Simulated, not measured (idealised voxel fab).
voxel transistor to metal: a process module
Displayed cross-section: cut, width of 155 nm, square cells sized 5 nm.
Format of a cross-section: grid, square cells. Given as bands. Order: top down. Band: one or more rows of cells.
Read a band's entry like this: the first values are the height of its top and the height of its bottom in nm, and what follows is the sequence of materials from left to right, each with its width in nm. Note that "air" is empty space, and that a single material marked "full width" reaches across the band from edge to edge.
Note: height 0 marks the level under which the wafer is uniformly one material as received. Lowest band unbounded below, written "0..down".
Note: "30 to 40" means the width goes from the first number (top row of the band) to the second number (bottom row) in equal steps per row of cells.
"nothing got changed", as given for a step, is the statement that not any cell of the cross-section underwent a change during that step.
If an empty space has no open way to the top and is at least 8 cells in size, "Closed cavity list" lists it, written width x height at distance, where distance is measured from the left edge and every value is in nm.
What comes after the settings on a step's line is commentary from the simulator itself on that step.
A step line may carry the setting "overlay nm", which, for steps involving a mask, states the distance by which the mask lay to the right of its intended position; negative values denote displacement to the left.

# Below is the list of planned process steps
1 RECEIVE: material Si
2 CONFORMAL_DEP: material SiO2, thk nm 5
3 CONFORMAL_DEP: material SiN, thk nm 15
4 DIRECTIONAL_DEP: material aC, thk nm 10
5 PATTERN: tone cover, mask id ACTIVE, material resist, width nm 95, thk nm 30, overlay nm 0
6 DIRECTIONAL_ETCH: etch materials aC, depth nm 10
7 STRIP: etch materials resist
8 DIRECTIONAL_ETCH: etch materials SiN, depth nm 15
9 DIRECTIONAL_ETCH: etch materials SiO2, depth nm 5
10 DIRECTIONAL_ETCH: etch materials Si, depth nm 20
11 STRIP: etch materials aC
12 FILL_DEP: material SiO2, thk nm 10
13 CMP: height nm 20
14 SELECTIVE_ETCH: etch materials SiO2, depth nm 10
15 STRIP: etch materials SiN
16 SELECTIVE_ETCH: etch materials SiO2, depth nm 5
17 OXIDIZE: depth nm 5
18 DIRECTIONAL_DEP: material polySi, thk nm 25
19 DIRECTIONAL_DEP: material SiCN, thk nm 15
20 DIRECTIONAL_DEP: material aC, thk nm 15
21 PATTERN: tone cover, mask id GATE, material resist, width nm 15, thk nm 35, overlay nm 0
22 DIRECTIONAL_ETCH: etch materials aC, depth nm 15
23 STRIP: etch materials resist
24 DIRECTIONAL_ETCH: etch materials SiCN, depth nm 25
25 DIRECTIONAL_ETCH: etch materials polySi, depth nm 35
26 STRIP: etch materials aC
27 CONFORMAL_DEP: material SiO2, thk nm 5
28 DIRECTIONAL_ETCH: etch materials SiO2, depth nm 5
29 CONFORMAL_DEP: material SiN, thk nm 10
30 DIRECTIONAL_ETCH: etch materials SiN, depth nm 10
31 DIRECTIONAL_ETCH: etch materials SiO2, depth nm 5
32 DIRECTIONAL_ETCH: etch materials Si, depth nm 10
33 EPI: material SiGe, thk nm 10
34 FILL_DEP: material SiO2, thk nm 10
35 CMP: height nm 40
36 DIRECTIONAL_DEP: material SiO2, thk nm 10
37 DIRECTIONAL_DEP: material aC, thk nm 15
38 PATTERN: tone open, mask id CONTACT, material resist, width nm 30, pitch nm 55, thk nm 30, overlay nm 0
39 DIRECTIONAL_ETCH: etch materials aC, depth nm 15
40 STRIP: etch materials resist
41 DIRECTIONAL_ETCH: etch materials SiO2, depth nm 45
42 STRIP: etch materials aC
43 CONFORMAL_DEP: material TiN, thk nm 5
44 FILL_DEP: material Ru, thk nm 10
45 CMP: height nm 50
46 DIRECTIONAL_DEP: material TiN, thk nm 5
47 DIRECTIONAL_DEP: material W, thk nm 20
48 MASKED_ETCH: tone cover, mask id METAL_1, width nm 20, pitch nm 65, etch materials W, depth nm 20, overlay nm 0
49 MASKED_ETCH: tone cover, mask id METAL_1, width nm 20, pitch nm 65, etch materials TiN, depth nm 5, overlay nm 0
50 FILL_DEP: material SiO2, thk nm 10
51 CMP: height nm 75
52 CONFORMAL_DEP: material SiN, thk nm 5

# Cross-section of the wafer as it came to us, i.e., already through step 1
> 0..down: Si full width
> Closed cavity list: none

# Post-module cross-section of the first of two wafers (run per plan)
> 80..75: SiN full width
> 75..55: SiO2 35 nm, then W 20 nm, then SiO2 45 nm, then W 20 nm, then SiO2 35 nm
> 55..50: SiO2 35 nm, then TiN 20 nm, then SiO2 45 nm, then TiN 20 nm, then SiO2 35 nm
> 50..40: SiO2 35 nm, then TiN 5 nm, then Ru 20 to 10 nm, then TiN 5 to 15 nm, then SiO2 25 nm, then TiN 5 to 15 nm, then Ru 20 to 10 nm, then TiN 5 nm, then SiO2 35 nm
> 40..25: SiO2 35 nm, then TiN 5 nm, then Ru 10 nm, then TiN 5 nm, then SiN 10 nm, then SiO2 5 nm, then SiCN 15 nm, then SiO2 5 nm, then SiN 10 nm, then TiN 5 nm, then Ru 10 nm, then TiN 5 nm, then SiO2 35 nm
> 25..10: SiO2 35 nm, then TiN 5 nm, then Ru 10 nm, then TiN 5 nm, then SiN 10 nm, then SiO2 5 nm, then polySi 15 nm, then SiO2 5 nm, then SiN 10 nm, then TiN 5 nm, then Ru 10 nm, then TiN 5 nm, then SiO2 35 nm
> 10..5: SiO2 35 nm, then TiN 20 nm, then SiN 10 nm, then SiO2 5 nm, then polySi 15 nm, then SiO2 5 nm, then SiN 10 nm, then TiN 20 nm, then SiO2 35 nm
> 5..0: SiO2 30 nm, then SiN 10 nm, then SiGe 15 nm, then SiN 10 nm, then SiO2 5 nm, then polySi 15 nm, then SiO2 5 nm, then SiN 10 nm, then SiGe 15 nm, then SiN 10 nm, then SiO2 30 nm
> 0..-5: SiO2 40 nm, then SiGe 15 nm, then SiO2 45 nm, then SiGe 15 nm, then SiO2 40 nm
> -5..-15: SiO2 30 nm, then Si 10 nm, then SiGe 15 nm, then Si 45 nm, then SiGe 15 nm, then Si 10 nm, then SiO2 30 nm
> -15..-20: SiO2 30 nm, then Si 95 nm, then SiO2 30 nm
> -20..down: Si full width
> Closed cavity list: none

# End of module, second wafer, cross-section. Started like the first, planned like the first, run with one mistake
> 75..70: SiN full width
> 70..55: SiO2 35 nm, then W 20 nm, then SiO2 45 nm, then W 20 nm, then SiO2 35 nm
> 55..50: SiO2 35 nm, then TiN 20 nm, then SiO2 45 nm, then TiN 20 nm, then SiO2 35 nm
> 50..40: SiO2 35 nm, then TiN 5 nm, then Ru 20 to 10 nm, then TiN 5 to 15 nm, then SiO2 25 nm, then TiN 5 to 15 nm, then Ru 20 to 10 nm, then TiN 5 nm, then SiO2 35 nm
> 40..25: SiO2 35 nm, then TiN 5 nm, then Ru 10 nm, then TiN 5 nm, then SiN 10 nm, then SiO2 5 nm, then SiCN 15 nm, then SiO2 5 nm, then SiN 10 nm, then TiN 5 nm, then Ru 10 nm, then TiN 5 nm, then SiO2 35 nm
> 25..10: SiO2 35 nm, then TiN 5 nm, then Ru 10 nm, then TiN 5 nm, then SiN 10 nm, then SiO2 5 nm, then polySi 15 nm, then SiO2 5 nm, then SiN 10 nm, then TiN 5 nm, then Ru 10 nm, then TiN 5 nm, then SiO2 35 nm
> 10..5: SiO2 35 nm, then TiN 20 nm, then SiN 10 nm, then SiO2 5 nm, then polySi 15 nm, then SiO2 5 nm, then SiN 10 nm, then TiN 20 nm, then SiO2 35 nm
> 5..0: SiO2 30 nm, then SiN 10 nm, then SiGe 15 nm, then SiN 10 nm, then SiO2 5 nm, then polySi 15 nm, then SiO2 5 nm, then SiN 10 nm, then SiGe 15 nm, then SiN 10 nm, then SiO2 30 nm
> 0..-5: SiO2 40 nm, then SiGe 15 nm, then SiO2 45 nm, then SiGe 15 nm, then SiO2 40 nm
> -5..-15: SiO2 30 nm, then Si 10 nm, then SiGe 15 nm, then Si 45 nm, then SiGe 15 nm, then Si 10 nm, then SiO2 30 nm
> -15..-20: SiO2 30 nm, then Si 95 nm, then SiO2 30 nm
> -20..down: Si full width
> Closed cavity list: none
What was done differently from what was planned? so step 51 ended up running with a different setting than we planned, it ran as CMP: height nm 70
Final wafer comparison in cells, second versus first, more or fewer per material: 23 fewer of SiO2; 8 fewer of W
